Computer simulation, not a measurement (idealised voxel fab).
The name of this process module is voxel lift off.
Cross-section cut spans 285 nm and uses square cells 5 nm in size.
Each cross-section below is a grid of square cells, stated as bands in top-down order, with one or more rows of cells making up each band. Each band's line starts with the height of the band's top and of its bottom, in nm. Then come its materials from left to right, each with its width in nm. One material with "everywhere" fills the band from edge to edge. "blank" is empty space. Heights are expressed relative to 0, this being the level below which the as-received wafer comprises one material exclusively. The lowest band is unbounded in the downward direction and is denoted as in "0 and below". Read "30..40" as a graded width: first number on top, second number at the bottom, same change between each pair of neighbouring rows. Reading "stayed the same" for a step: not a cell of the cross-section changed in it. For the entry "Fully sealed cavities", the listed items are empty spaces with no open way to the top whose size is 8 cells or more; each item follows the pattern width x height at distance, where distance is from the left edge and all three are in nm. Note: text after step settings on the step line = simulator remark on that step. overlay nm: right-of-plan distance of the mask on a masked step; negative values mean left-of-plan.

SO HERE'S THE LINEUP OF PROCESS STEPS WE PLANNED
- 1: RECEIVE, material Si
- 2: CONFORMAL_DEP, material SiO2, thk nm 5
- 3: PATTERN, tone open, mask id LINES, material resist, width nm 15, pitch nm 30, thk nm 20, overlay nm 0
- 4: DIRECTIONAL_DEP, material Ru, thk nm 10
- 5: STRIP, etch materials resist
- 6: CONFORMAL_DEP, material SiO2, thk nm 5

FIRST OUT OF TWO WAFERS; RUN WENT TO PLAN

WAFER AT RECEIPT (POST STEP 1), CROSS-SECTION
* 0 and below  Si everywhere
* Fully sealed cavities: none

CROSS-SECTION: WAFER STATE AFTER STEP 2
* 5 down to 0  SiO2 everywhere
* Below a height of 0, the structure has not been altered.

CROSS-SECTION: WAFER STATE AFTER STEP 3
* 25 down to 5  105 nm resist, 15 nm blank, 15 nm resist, 15 nm blank, 15 nm resist, 15 nm blank, 105 nm resist
* Below a height of 5, the structure has not been altered.

CROSS-SECTION: WAFER STATE AFTER STEP 4
* 35 down to 25  105 nm Ru, 15 nm blank, 15 nm Ru, 15 nm blank, 15 nm Ru, 15 nm blank, 105 nm Ru
* 25 down to 15  105 nm resist, 15 nm blank, 15 nm resist, 15 nm blank, 15 nm resist, 15 nm blank, 105 nm resist
* 15 down to 5  105 nm resist, 15 nm Ru, 15 nm resist, 15 nm Ru, 15 nm resist, 15 nm Ru, 105 nm resist
* Below a height of 5, the structure has not been altered.

CROSS-SECTION: WAFER STATE AFTER STEP 5
* 15 down to 5  105 nm blank, 15 nm Ru, 15 nm blank, 15 nm Ru, 15 nm blank, 15 nm Ru, 105 nm blank
* Below a height of 5, the structure has not been altered.

CROSS-SECTION: WAFER STATE AFTER STEP 6
* 20 down to 15  100 nm blank, 25 nm SiO2, 5 nm blank, 25 nm SiO2, 5 nm blank, 25 nm SiO2, 100 nm blank
* 15 down to 10  100 nm blank, 5 nm SiO2, 15 nm Ru, 5 nm SiO2, 5 nm blank, 5 nm SiO2, 15 nm Ru, 5 nm SiO2, 5 nm blank, 5 nm SiO2, 15 nm Ru, 5 nm SiO2, 100 nm blank
* 10 down to 5  105 nm SiO2, 15 nm Ru, 15 nm SiO2, 15 nm Ru, 15 nm SiO2, 15 nm Ru, 105 nm SiO2
* Below a height of 5, the structure has not been altered.

OKAY, SECOND WAFER. NOTHING DIFFERENT AT THE START, NOTHING DIFFERENT IN THE PLAN, JUST ONE MISTAKE SOMEWHERE IN THE RUNNING. AS FAR AS STEP 2, COUNTING THAT STEP, IT'S THE FIRST WAFER ALL OVER AGAIN

WHEN STEP 3 SHOULD HAVE ENDED
* 25 down to 5  110 nm resist, 15 nm blank, 15 nm resist, 15 nm blank, 15 nm resist, 15 nm blank, 100 nm resist
* Below a height of 5, the structure has not been altered.

WHEN STEP 4 SHOULD HAVE ENDED
* 35 down to 25  110 nm Ru, 15 nm blank, 15 nm Ru, 15 nm blank, 15 nm Ru, 15 nm blank, 100 nm Ru
* 25 down to 15  110 nm resist, 15 nm blank, 15 nm resist, 15 nm blank, 15 nm resist, 15 nm blank, 100 nm resist
* 15 down to 5  110 nm resist, 15 nm Ru, 15 nm resist, 15 nm Ru, 15 nm resist, 15 nm Ru, 100 nm resist
* Below a height of 5, the structure has not been altered.

WHEN STEP 5 SHOULD HAVE ENDED
* 15 down to 5  110 nm blank, 15 nm Ru, 15 nm blank, 15 nm Ru, 15 nm blank, 15 nm Ru, 100 nm blank
* Below a height of 5, the structure has not been altered.

WHEN STEP 6 SHOULD HAVE ENDED
* 20 down to 15  105 nm blank, 25 nm SiO2, 5 nm blank, 25 nm SiO2, 5 nm blank, 25 nm SiO2, 95 nm blank
* 15 down to 10  105 nm blank, 5 nm SiO2, 15 nm Ru, 5 nm SiO2, 5 nm blank, 5 nm SiO2, 15 nm Ru, 5 nm SiO2, 5 nm blank, 5 nm SiO2, 15 nm Ru, 5 nm SiO2, 95 nm blank
* 10 down to 5  110 nm SiO2, 15 nm Ru, 15 nm SiO2, 15 nm Ru, 15 nm SiO2, 15 nm Ru, 100 nm SiO2
* Below a height of 5, the structure has not been altered.
What broke from the plan during processing? planned and actual differ for step 3; actual: PATTERN, tone open, mask id LINES, material resist, width nm 15, pitch nm 30, thk nm 20, overlay nm 5
If you tally the cells, the second wafer ends up with the same amount of every material as the first; it's all just sitting in different places.
